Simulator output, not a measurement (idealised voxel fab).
Process module, titled voxel wiring stack
140 nm wide, 5 nm square cells: that's cross-section cut.
How to read a cross-section here: the picture is a grid of square cells, written as bands going from the top down, and any band can span one or more rows of cells.
Within each band entry, the heights of the top and of the bottom of the band appear first, in that order and in nm; the materials of the band then follow from left to right, each with its corresponding width in nm. The designation "edge to edge" on a single material indicates that it fills the band from edge to edge; the designation "empty" indicates empty space.
Measure heights from 0. That's the level where, below it, the as-received wafer is all one material. The lowest band is bottomless and extends downward; write it as in "0 -> down".
You'd read "30 to 40" like this: the band's top row of cells is as wide as the first number, its bottom row is as wide as the second, and going down, every row changes width by the same amount as the row before did.
"nothing changed" for a step: no cell of the cross-section changed in that step.
Basically, "Unvented voids" tells you about the enclosed voids: empty spaces with no open way to the top, 8 cells or bigger, each written width x height at distance, where distance is from the left edge, all in nm.
Heads up: the bit after the settings on a step's line is the simulator's remark on that step.
overlay nm: mask right of planned place by this much (step with mask). Neg. = left.
[Process steps - plan]
1 RECEIVE: material Si
2 CONFORMAL_DEP: material SiO2, thk nm 15
3 DIRECTIONAL_DEP: material TiN, thk nm 5
4 DIRECTIONAL_DEP: material W, thk nm 15
5 PATTERN: tone cover, mask id METAL_1, material resist, width nm 20, pitch nm 40, thk nm 20, overlay nm 0
6 DIRECTIONAL_ETCH: etch materials W, depth nm 15
7 DIRECTIONAL_ETCH: etch materials TiN, depth nm 5
8 STRIP: etch materials resist
9 FILL_DEP: material SiO2, thk nm 5
10 CMP: height nm 35
11 CONFORMAL_DEP: material SiCN, thk nm 5
12 DIRECTIONAL_DEP: material lowk, thk nm 35
13 MASKED_ETCH: tone open, mask id METAL_2_HOLES, width nm 15, pitch nm 40, etch materials lowk, depth nm 35, overlay nm 0
14 PATTERN: tone open, mask id METAL_2, material resist, width nm 20, pitch nm 40, thk nm 15, overlay nm 0
15 DIRECTIONAL_ETCH: etch materials lowk, depth nm 20
16 DIRECTIONAL_ETCH: etch materials SiCN, depth nm 5
17 STRIP: etch materials resist
18 CONFORMAL_DEP: material TiN, thk nm 5
19 FILL_DEP: material Ru, thk nm 5
20 CMP: height nm 75
21 CONFORMAL_DEP: material SiN, thk nm 5
[The first of two wafers, run as planned]
[Cross-section of the wafer as it came to us, i.e., already through step 1]
0 -> down  Si edge to edge
Unvented voids: none
[Step 2 done - wafer cross-section]
15 -> 0  SiO2 edge to edge
Under 0: no change, same as before.
[Step 3 done - wafer cross-section]
20 -> 15  TiN edge to edge
Under 15: no change, same as before.
[Step 4 done - wafer cross-section]
35 -> 20  W edge to edge
Under 20: no change, same as before.
[Step 5 done - wafer cross-section]
55 -> 35  20 empty | 20 resist | 20 empty | 20 resist | 20 empty | 20 resist | 20 empty
Under 35: no change, same as before.
[Step 6 done - wafer cross-section]
55 -> 35  20 empty | 20 resist | 20 empty | 20 resist | 20 empty | 20 resist | 20 empty
35 -> 20  20 empty | 20 W | 20 empty | 20 W | 20 empty | 20 W | 20 empty
Under 20: no change, same as before.
[Step 7 done - wafer cross-section]
55 -> 35  20 empty | 20 resist | 20 empty | 20 resist | 20 empty | 20 resist | 20 empty
35 -> 20  20 empty | 20 W | 20 empty | 20 W | 20 empty | 20 W | 20 empty
20 -> 15  20 empty | 20 TiN | 20 empty | 20 TiN | 20 empty | 20 TiN | 20 empty
Under 15: no change, same as before.
[Step 8 done - wafer cross-section]
35 -> 20  20 empty | 20 W | 20 empty | 20 W | 20 empty | 20 W | 20 empty
Under 20: no change, same as before.
[Step 9 done - wafer cross-section]
40 -> 35  SiO2 edge to edge
35 -> 20  20 SiO2 | 20 W | 20 SiO2 | 20 W | 20 SiO2 | 20 W | 20 SiO2
20 -> 15  20 SiO2 | 20 TiN | 20 SiO2 | 20 TiN | 20 SiO2 | 20 TiN | 20 SiO2
Under 15: no change, same as before.
[Step 10 done - wafer cross-section]
35 -> 20  20 SiO2 | 20 W | 20 SiO2 | 20 W | 20 SiO2 | 20 W | 20 SiO2
Under 20: no change, same as before.
[Step 11 done - wafer cross-section]
40 -> 35  SiCN edge to edge
Under 35: no change, same as before.
[Step 12 done - wafer cross-section]
75 -> 40  lowk edge to edge
Under 40: no change, same as before.
[Step 13 done - wafer cross-section]
75 -> 40  20 lowk | 15 empty | 25 lowk | 15 empty | 25 lowk | 15 empty | 25 lowk
Under 40: no change, same as before.
[Step 14 done - wafer cross-section]
90 -> 75  20 resist | 20 empty | 20 resist | 20 empty | 20 resist | 20 empty | 20 resist
Under 75: no change, same as before.
[Step 15 done - wafer cross-section]
90 -> 75  20 resist | 20 empty | 20 resist | 20 empty | 20 resist | 20 empty | 20 resist
75 -> 55  20 lowk | 20 empty | 20 lowk | 20 empty | 20 lowk | 20 empty | 20 lowk
Under 55: no change, same as before.
[Step 16 done - wafer cross-section]
90 -> 75  20 resist | 20 empty | 20 resist | 20 empty | 20 resist | 20 empty | 20 resist
75 -> 55  20 lowk | 20 empty | 20 lowk | 20 empty | 20 lowk | 20 empty | 20 lowk
55 -> 40  20 lowk | 15 empty | 25 lowk | 15 empty | 25 lowk | 15 empty | 25 lowk
40 -> 35  20 SiCN | 15 empty | 25 SiCN | 15 empty | 25 SiCN | 15 empty | 25 SiCN
Under 35: no change, same as before.
[Step 17 done - wafer cross-section]
75 -> 55  20 lowk | 20 empty | 20 lowk | 20 empty | 20 lowk | 20 empty | 20 lowk
Under 55: no change, same as before.
[Step 18 done - wafer cross-section]
80 -> 75  25 TiN | 10 empty | 30 TiN | 10 empty | 30 TiN | 10 empty | 25 TiN
75 -> 60  20 lowk | 5 TiN | 10 empty | 5 TiN | 20 lowk | 5 TiN | 10 empty | 5 TiN | 20 lowk | 5 TiN | 10 empty | 5 TiN | 20 lowk
60 -> 55  20 lowk | 5 TiN | 5 empty | 10 TiN | 20 lowk | 5 TiN | 5 empty | 10 TiN | 20 lowk | 5 TiN | 5 empty | 10 TiN | 20 lowk
55 -> 40  20 lowk | 5 TiN | 5 empty | 5 TiN | 25 lowk | 5 TiN | 5 empty | 5 TiN | 25 lowk | 5 TiN | 5 empty | 5 TiN | 25 lowk
40 -> 35  20 SiCN | 15 TiN | 25 SiCN | 15 TiN | 25 SiCN | 15 TiN | 25 SiCN
Under 35: no change, same as before.
[Step 19 done - wafer cross-section]
85 -> 80  Ru edge to edge
80 -> 75  25 TiN | 10 Ru | 30 TiN | 10 Ru | 30 TiN | 10 Ru | 25 TiN
75 -> 60  20 lowk | 5 TiN | 10 Ru | 5 TiN | 20 lowk | 5 TiN | 10 Ru | 5 TiN | 20 lowk | 5 TiN | 10 Ru | 5 TiN | 20 lowk
60 -> 55  20 lowk | 5 TiN | 5 Ru | 10 TiN | 20 lowk | 5 TiN | 5 Ru | 10 TiN | 20 lowk | 5 TiN | 5 Ru | 10 TiN | 20 lowk
55 -> 40  20 lowk | 5 TiN | 5 Ru | 5 TiN | 25 lowk | 5 TiN | 5 Ru | 5 TiN | 25 lowk | 5 TiN | 5 Ru | 5 TiN | 25 lowk
Under 40: no change, same as before.
[Step 20 done - wafer cross-section]
75 -> 60  20 lowk | 5 TiN | 10 Ru | 5 TiN | 20 lowk | 5 TiN | 10 Ru | 5 TiN | 20 lowk | 5 TiN | 10 Ru | 5 TiN | 20 lowk
Under 60: no change, same as before.
[Step 21 done - wafer cross-section]
80 -> 75  SiN edge to edge
Under 75: no change, same as before.
[Okay, second wafer. Nothing different at the start, nothing different in the plan, just one mistake somewhere in the running. As far as step 13, counting that step, it's the first wafer all over again]
[Second wafer cross-section, taken as of the time the plan sets for step 14 to be done]
90 -> 75  25 resist | 15 empty | 25 resist | 15 empty | 25 resist | 15 empty | 20 resist
75 -> 40  20 lowk | 5 resist | 10 empty | 25 lowk | 5 resist | 10 empty | 25 lowk | 5 resist | 10 empty | 25 lowk
Under 40: no change, same as before.
[Second wafer cross-section, taken as of the time the plan sets for step 15 to be done]
90 -> 75  25 resist | 15 empty | 25 resist | 15 empty | 25 resist | 15 empty | 20 resist
75 -> 55  20 lowk | 5 resist | 15 empty | 20 lowk | 5 resist | 15 empty | 20 lowk | 5 resist | 15 empty | 20 lowk
Under 55: no change, same as before.
[Second wafer cross-section, taken as of the time the plan sets for step 16 to be done]
90 -> 75  25 resist | 15 empty | 25 resist | 15 empty | 25 resist | 15 empty | 20 resist
75 -> 55  20 lowk | 5 resist | 15 empty | 20 lowk | 5 resist | 15 empty | 20 lowk | 5 resist | 15 empty | 20 lowk
55 -> 40  20 lowk | 5 resist | 10 empty | 25 lowk | 5 resist | 10 empty | 25 lowk | 5 resist | 10 empty | 25 lowk
40 -> 35  25 SiCN | 10 empty | 30 SiCN | 10 empty | 30 SiCN | 10 empty | 25 SiCN
Under 35: no change, same as before.
[Second wafer cross-section, taken as of the time the plan sets for step 17 to be done]
75 -> 55  20 lowk | 20 empty | 20 lowk | 20 empty | 20 lowk | 20 empty | 20 lowk
55 -> 40  20 lowk | 15 empty | 25 lowk | 15 empty | 25 lowk | 15 empty | 25 lowk
Under 40: no change, same as before.
[Second wafer cross-section, taken as of the time the plan sets for step 18 to be done]
80 -> 75  25 TiN | 10 empty | 30 TiN | 10 empty | 30 TiN | 10 empty | 25 TiN
75 -> 60  20 lowk | 5 TiN | 10 empty | 5 TiN | 20 lowk | 5 TiN | 10 empty | 5 TiN | 20 lowk | 5 TiN | 10 empty | 5 TiN | 20 lowk
60 -> 55  20 lowk | 5 TiN | 5 empty | 10 TiN | 20 lowk | 5 TiN | 5 empty | 10 TiN | 20 lowk | 5 TiN | 5 empty | 10 TiN | 20 lowk
55 -> 45  20 lowk | 5 TiN | 5 empty | 5 TiN | 25 lowk | 5 TiN | 5 empty | 5 TiN | 25 lowk | 5 TiN | 5 empty | 5 TiN | 25 lowk
45 -> 40  20 lowk | 15 TiN | 25 lowk | 15 TiN | 25 lowk | 15 TiN | 25 lowk
40 -> 35  25 SiCN | 10 TiN | 30 SiCN | 10 TiN | 30 SiCN | 10 TiN | 25 SiCN
Under 35: no change, same as before.
[Second wafer cross-section, taken as of the time the plan sets for step 19 to be done]
85 -> 80  Ru edge to edge
80 -> 75  25 TiN | 10 Ru | 30 TiN | 10 Ru | 30 TiN | 10 Ru | 25 TiN
75 -> 60  20 lowk | 5 TiN | 10 Ru | 5 TiN | 20 lowk | 5 TiN | 10 Ru | 5 TiN | 20 lowk | 5 TiN | 10 Ru | 5 TiN | 20 lowk
60 -> 55  20 lowk | 5 TiN | 5 Ru | 10 TiN | 20 lowk | 5 TiN | 5 Ru | 10 TiN | 20 lowk | 5 TiN | 5 Ru | 10 TiN | 20 lowk
55 -> 45  20 lowk | 5 TiN | 5 Ru | 5 TiN | 25 lowk | 5 TiN | 5 Ru | 5 TiN | 25 lowk | 5 TiN | 5 Ru | 5 TiN | 25 lowk
Under 45: no change, same as before.
[Second wafer cross-section, taken as of the time the plan sets for step 20 to be done]
75 -> 60  20 lowk | 5 TiN | 10 Ru | 5 TiN | 20 lowk | 5 TiN | 10 Ru | 5 TiN | 20 lowk | 5 TiN | 10 Ru | 5 TiN | 20 lowk
Under 60: no change, same as before.
[Second wafer cross-section, taken as of the time the plan sets for step 21 to be done]
80 -> 75  SiN edge to edge
Under 75: no change, same as before.
Deviation noted in wafer processing: step 14 was processed under conditions differing from the plan, specifically as PATTERN: tone open, mask id METAL_2, material resist, width nm 15, pitch nm 40, thk nm 15, overlay nm 0
at the end the second wafer has, in cells: Ru: 3 fewer, SiCN: 3 more
